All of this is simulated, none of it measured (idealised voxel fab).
You're looking at the process module voxel tone inversion.
Pictured: cross-section cut, 275 nm wide, on a grid of 5 nm square cells.
Cross-section layout: square cells on a grid; listed as bands, top to bottom; a band spans one or more cell rows. First you get the band's top height and its bottom height, in nm, and then the materials it's made of, left to right, with each width in nm. If you see a single material with "edge to edge", that one covers the band edge to edge. "empty" is empty space. Height reference: 0 = level under which incoming wafer is all one material. Lowest band: no bottom, runs on downward, e.g. "z 0 and below". The two numbers in a width such as "30 to 40" mark its ends across the band: the first belongs to the top row of cells, the second to the bottom row, and from each row to the next the width moves by the same amount. Take "nothing was modified" at face value: in the step it is given for, the cross-section changed in none of its cells. The list in "Closed cavities" covers empty spaces of 8 cells or more that cannot reach the top through any open way, and it gives each as width x height at distance; the distance is from the left edge, and width, height and distance are in nm. Text after the settings on a step's line: the simulator's own remark on that step. overlay nm: for a step with a mask, the amount by which the mask lay right of where it was planned; a negative amount means left of it.

**The steps planned for the process are as follows**
1 RECEIVE: material Si
2 CONFORMAL_DEP: material SiCN, thk nm 5
3 DIRECTIONAL_DEP: material aC, thk nm 25
4 PATTERN: tone cover, mask id POSTS, material resist, width nm 25, pitch nm 55, thk nm 30, overlay nm 0
5 DIRECTIONAL_ETCH: etch materials aC, depth nm 25
6 STRIP: etch materials resist
7 FILL_DEP: material SiO2, thk nm 10
8 CMP: height nm 30
9 STRIP: etch materials aC

**What follows covers the first of two wafers; it ran as planned**

**Wafer cross-section on receipt, i.e. after step 1**
  z 0 and below = Si edge to edge
  Closed cavities: none

**You're looking at a cross-section of the wafer after step 2**
  z 5 to 0 = SiCN edge to edge
  Anything lower than 0 is untouched.

**You're looking at a cross-section of the wafer after step 3**
  z 30 to 5 = aC edge to edge
  Anything lower than 5 is untouched.

**You're looking at a cross-section of the wafer after step 4**
  z 60 to 30 = empty=40 / resist=25 / empty=30 / resist=25 / empty=30 / resist=25 / empty=30 / resist=25 / empty=45
  Anything lower than 30 is untouched.

**You're looking at a cross-section of the wafer after step 5**
  z 35 to 30 = empty=40 / resist=25 / empty=30 / resist=25 / empty=30 / resist=25 / empty=30 / resist=25 / empty=45
  z 30 to 5 = empty=40 / aC=25 / empty=30 / aC=25 / empty=30 / aC=25 / empty=30 / aC=25 / empty=45
  Anything lower than 5 is untouched.

**You're looking at a cross-section of the wafer after step 6**
  z 30 to 5 = empty=40 / aC=25 / empty=30 / aC=25 / empty=30 / aC=25 / empty=30 / aC=25 / empty=45
  Anything lower than 5 is untouched.

**You're looking at a cross-section of the wafer after step 7**
  z 40 to 30 = SiO2 edge to edge
  z 30 to 5 = SiO2=40 / aC=25 / SiO2=30 / aC=25 / SiO2=30 / aC=25 / SiO2=30 / aC=25 / SiO2=45
  Anything lower than 5 is untouched.

**You're looking at a cross-section of the wafer after step 8**
  z 30 to 5 = SiO2=40 / aC=25 / SiO2=30 / aC=25 / SiO2=30 / aC=25 / SiO2=30 / aC=25 / SiO2=45
  Anything lower than 5 is untouched.

**You're looking at a cross-section of the wafer after step 9**
  z 30 to 5 = SiO2=40 / empty=25 / SiO2=30 / empty=25 / SiO2=30 / empty=25 / SiO2=30 / empty=25 / SiO2=45
  Anything lower than 5 is untouched.

**The second wafer: identical to the first at the outset and in its planned sequence, differing only in that one mistake was made during processing; up to and including step 7, its path is the first wafer's path**

**Here is the second wafer in cross-section at the point where step 8 of the plan should have been done**
  z 35 to 30 = SiO2 edge to edge
  Anything lower than 30 is untouched.

Here is the second wafer in cross-section at the point where step 9 of the plan should have been done: nothing was modified
Processing error: so step 8 ended up running with a different setting than we planned, it ran as CMP: height nm 35
The final cell counts differ between the wafers, with the second having more or fewer of some materials than the first: +55 SiO2 | +100 aC
